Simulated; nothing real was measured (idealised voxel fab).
A process module follows: voxel transistor to metal.
Cross-section cut spans 175 nm and uses square cells 5 nm in size.
We lay out every cross-section as a grid of square cells and spell it out in bands from the top down, where one band means one or more rows of cells. The entry gives the band's vertical extent as a top height and a bottom height in nm, then its horizontal make-up as materials from left to right, each with a width in nm. "empty" stands for empty space; a single material marked "edge to edge" fills the band edge to edge. All heights in this document are referenced to 0, defined as the level beneath which the wafer, as received, consists entirely of one material. The lowest band is not bounded below; it extends indefinitely downward and is written in the form "top 0, no bottom". Think of "30->40" as a width that walks from the first number to the second as you go down the band, top row to bottom row, taking equal-sized steps from row to row. For the purposes of this document, the phrase "nothing was modified" attached to a step denotes that no cell within the cross-section was modified by that step. "Trapped voids" lists enclosed empty spaces (at least 8 cells, no open path upward to the top), each as width x height at distance from the left edge, in nm. It should be noted that, on the line of a given step, the content following the step's settings is a remark produced by the simulator itself with respect to that step. "overlay nm", when on a step's line for a step with a mask, measures how far to the right of its planned place the mask lay; a negative measure means to the left.

# The steps planned for the process are as follows
| 1 | RECEIVE | material Si |
| 2 | OXIDIZE | depth nm 5 |
| 3 | CONFORMAL_DEP | material SiN | thk nm 15 |
| 4 | MASKED_ETCH | tone cover | mask id ACTIVE | width nm 105 | etch materials SiN | depth nm 15 | overlay nm 0 |
| 5 | MASKED_ETCH | tone cover | mask id ACTIVE | width nm 105 | etch materials SiO2 | depth nm 5 | overlay nm 0 |
| 6 | MASKED_ETCH | tone cover | mask id ACTIVE | width nm 105 | etch materials Si | depth nm 25 | overlay nm 0 |
| 7 | OXIDIZE | depth nm 5 |
| 8 | FILL_DEP | material SiO2 | thk nm 5 |
| 9 | CMP | height nm 15 |
| 10 | SELECTIVE_ETCH | etch materials SiO2 | depth nm 15 |
| 11 | STRIP | etch materials SiN |
| 12 | SELECTIVE_ETCH | etch materials SiO2 | depth nm 5 |
| 13 | OXIDIZE | depth nm 5 |
| 14 | DIRECTIONAL_DEP | material polySi | thk nm 20 |
| 15 | DIRECTIONAL_DEP | material SiCN | thk nm 10 |
| 16 | DIRECTIONAL_DEP | material aC | thk nm 15 |
| 17 | PATTERN | tone cover | mask id GATE | material resist | width nm 35 | thk nm 35 | overlay nm 0 |
| 18 | DIRECTIONAL_ETCH | etch materials aC | depth nm 15 |
| 19 | STRIP | etch materials resist |
| 20 | DIRECTIONAL_ETCH | etch materials SiCN | depth nm 20 |
| 21 | DIRECTIONAL_ETCH | etch materials polySi | depth nm 30 |
| 22 | STRIP | etch materials aC |
| 23 | CONFORMAL_DEP | material SiN | thk nm 5 |
| 24 | DIRECTIONAL_ETCH | etch materials SiN | depth nm 5 |
| 25 | DIRECTIONAL_ETCH | etch materials SiO2 | depth nm 5 |
| 26 | DIRECTIONAL_ETCH | etch materials Si | depth nm 10 |
| 27 | EPI | material SiGe | thk nm 15 |
| 28 | FILL_DEP | material SiO2 | thk nm 5 |
| 29 | CMP | height nm 15 |
| 30 | STRIP | etch materials polySi |
| 31 | SELECTIVE_ETCH | etch materials SiO2 | depth nm 5 |
| 32 | CONFORMAL_DEP | material HfO2 | thk nm 5 |
| 33 | CONFORMAL_DEP | material TiN | thk nm 5 |
| 34 | FILL_DEP | material W | thk nm 5 |
| 35 | CMP | height nm 10 |
| 36 | DIRECTIONAL_DEP | material SiO2 | thk nm 15 |
| 37 | MASKED_ETCH | tone open | mask id CONTACT | width nm 15 | pitch nm 80 | etch materials SiO2 | depth nm 30 | overlay nm 0 |
| 38 | CONFORMAL_DEP | material TiN | thk nm 5 |
| 39 | FILL_DEP | material W | thk nm 5 |
| 40 | CMP | height nm 25 |
| 41 | DIRECTIONAL_DEP | material TiN | thk nm 5 |
| 42 | DIRECTIONAL_DEP | material W | thk nm 15 |
| 43 | MASKED_ETCH | tone cover | mask id METAL_1 | width nm 15 | pitch nm 80 | etch materials W | depth nm 15 | overlay nm 0 |
| 44 | MASKED_ETCH | tone cover | mask id METAL_1 | width nm 15 | pitch nm 80 | etch materials TiN | depth nm 5 | overlay nm 0 |
| 45 | CONFORMAL_DEP | material SiCN | thk nm 5 |
| 46 | FILL_DEP | material lowk | thk nm 5 |
| 47 | CMP | height nm 45 |
| 48 | CONFORMAL_DEP | material SiCN | thk nm 5 |
| 49 | DIRECTIONAL_DEP | material SiO2 | thk nm 30 |
| 50 | PATTERN | tone open | mask id METAL_2 | material resist | width nm 15 | pitch nm 80 | thk nm 15 | overlay nm 0 |
| 51 | DIRECTIONAL_ETCH | etch materials SiO2 | depth nm 15 |
| 52 | STRIP | etch materials resist |
| 53 | DIRECTIONAL_DEP | material aC | thk nm 10 |
| 54 | PATTERN | tone open | mask id METAL_2_HOLES | material resist | width nm 15 | pitch nm 80 | thk nm 30 | overlay nm 0 |
| 55 | DIRECTIONAL_ETCH | etch materials aC | depth nm 10 |
| 56 | STRIP | etch materials resist |
| 57 | DIRECTIONAL_ETCH | etch materials SiO2 | depth nm 15 |
| 58 | DIRECTIONAL_ETCH | etch materials SiCN | depth nm 5 |
| 59 | STRIP | etch materials aC |
| 60 | CONFORMAL_DEP | material TiN | thk nm 5 |
| 61 | FILL_DEP | material Cu | thk nm 10 |
| 62 | CMP | height nm 80 |
| 63 | CONFORMAL_DEP | material SiCN | thk nm 5 |

# Incoming wafer in cross-section (state: after step 1)
  top 0, no bottom  Si edge to edge
  Trapped voids: none

# First of two wafers at the end of the module, shown in cross-section; run carried out as planned
  top 85, bottom 80  SiCN edge to edge
  top 80, bottom 50  SiO2: 40, TiN: 5, Cu: 5, TiN: 5, SiO2: 65, TiN: 5, Cu: 5, TiN: 5, SiO2: 40
  top 50, bottom 45  SiCN: 40, TiN: 15, SiCN: 65, TiN: 15, SiCN: 40
  top 45, bottom 30  lowk: 35, SiCN: 5, W: 15, SiCN: 5, lowk: 55, SiCN: 5, W: 15, SiCN: 5, lowk: 35
  top 30, bottom 25  SiCN: 40, TiN: 15, SiCN: 65, TiN: 15, SiCN: 40
  top 25, bottom 10  SiO2: 40, TiN: 5, W: 5, TiN: 5, SiO2: 65, TiN: 5, W: 5, TiN: 5, SiO2: 40
  top 10, bottom 5  SiO2: 40, TiN: 15, SiO2: 10, SiN: 5, HfO2: 5, TiN: 5, W: 15, TiN: 5, HfO2: 5, SiN: 5, SiO2: 10, TiN: 15, SiO2: 40
  top 5, bottom 0  SiO2: 40, TiN: 10, SiGe: 15, SiN: 5, HfO2: 5, TiN: 5, W: 15, TiN: 5, HfO2: 5, SiN: 5, SiGe: 15, TiN: 10, SiO2: 40
  top 0, bottom -5  SiO2: 40, TiN: 10, SiGe: 15, SiN: 5, HfO2: 5, TiN: 25, HfO2: 5, SiN: 5, SiGe: 15, TiN: 10, SiO2: 40
  top -5, bottom -10  SiO2: 35, SiGe: 30, HfO2: 45, SiGe: 30, SiO2: 35
  top -10, bottom -20  SiO2: 40, SiGe: 25, Si: 45, SiGe: 25, SiO2: 40
  top -20, bottom -35  SiO2: 40, Si: 95, SiO2: 40
  top -35, no bottom  Si edge to edge
  Trapped voids: none

# End-of-module cross-section of the second wafer: identical starting point and process plan to the first, with one processing mistake
  top 85, bottom 80  SiCN edge to edge
  top 80, bottom 50  SiO2: 40, TiN: 5, Cu: 5, TiN: 5, SiO2: 65, TiN: 5, Cu: 5, TiN: 5, SiO2: 40
  top 50, bottom 45  SiCN: 40, TiN: 15, SiCN: 65, TiN: 15, SiCN: 40
  top 45, bottom 30  lowk: 35, SiCN: 5, W: 15, SiCN: 5, lowk: 55, SiCN: 5, W: 15, SiCN: 5, lowk: 35
  top 30, bottom 25  SiCN: 40, TiN: 15, SiCN: 65, TiN: 15, SiCN: 40
  top 25, bottom 15  W: 35, TiN: 5, SiO2: 15, TiN: 5, W: 55, TiN: 5, SiO2: 15, TiN: 5, W: 35
  top 15, bottom 10  W: 35, TiN: 5, SiO2: 15, TiN: 65, SiO2: 15, TiN: 5, W: 35
  top 10, bottom 5  W: 35, TiN: 5, SiO2: 15, TiN: 10, SiN: 5, HfO2: 5, TiN: 5, W: 15, TiN: 5, HfO2: 5, SiN: 5, TiN: 10, SiO2: 15, TiN: 5, W: 35
  top 5, bottom 0  W: 35, TiN: 5, SiO2: 10, SiGe: 15, SiN: 5, HfO2: 5, TiN: 5, W: 15, TiN: 5, HfO2: 5, SiN: 5, SiGe: 15, SiO2: 10, TiN: 5, W: 35
  top 0, bottom -5  TiN: 40, SiO2: 10, SiGe: 15, SiN: 5, HfO2: 5, TiN: 25, HfO2: 5, SiN: 5, SiGe: 15, SiO2: 10, TiN: 40
  top -5, bottom -10  SiO2: 35, SiGe: 30, HfO2: 45, SiGe: 30, SiO2: 35
  top -10, bottom -20  SiO2: 40, SiGe: 25, Si: 45, SiGe: 25, SiO2: 40
  top -20, bottom -35  SiO2: 40, Si: 95, SiO2: 40
  top -35, no bottom  Si edge to edge
  Trapped voids: none
Deviation from plan: step 37 was run on a setting that differed from the plan, and what really ran there is MASKED_ETCH | tone cover | mask id CONTACT | width nm 15 | pitch nm 80 | etch materials SiO2 | depth nm 30 | overlay nm 0
Final difference in cells, second wafer against first, listed per material as more or fewer: SiO2 -107 | TiN +21 | W +86
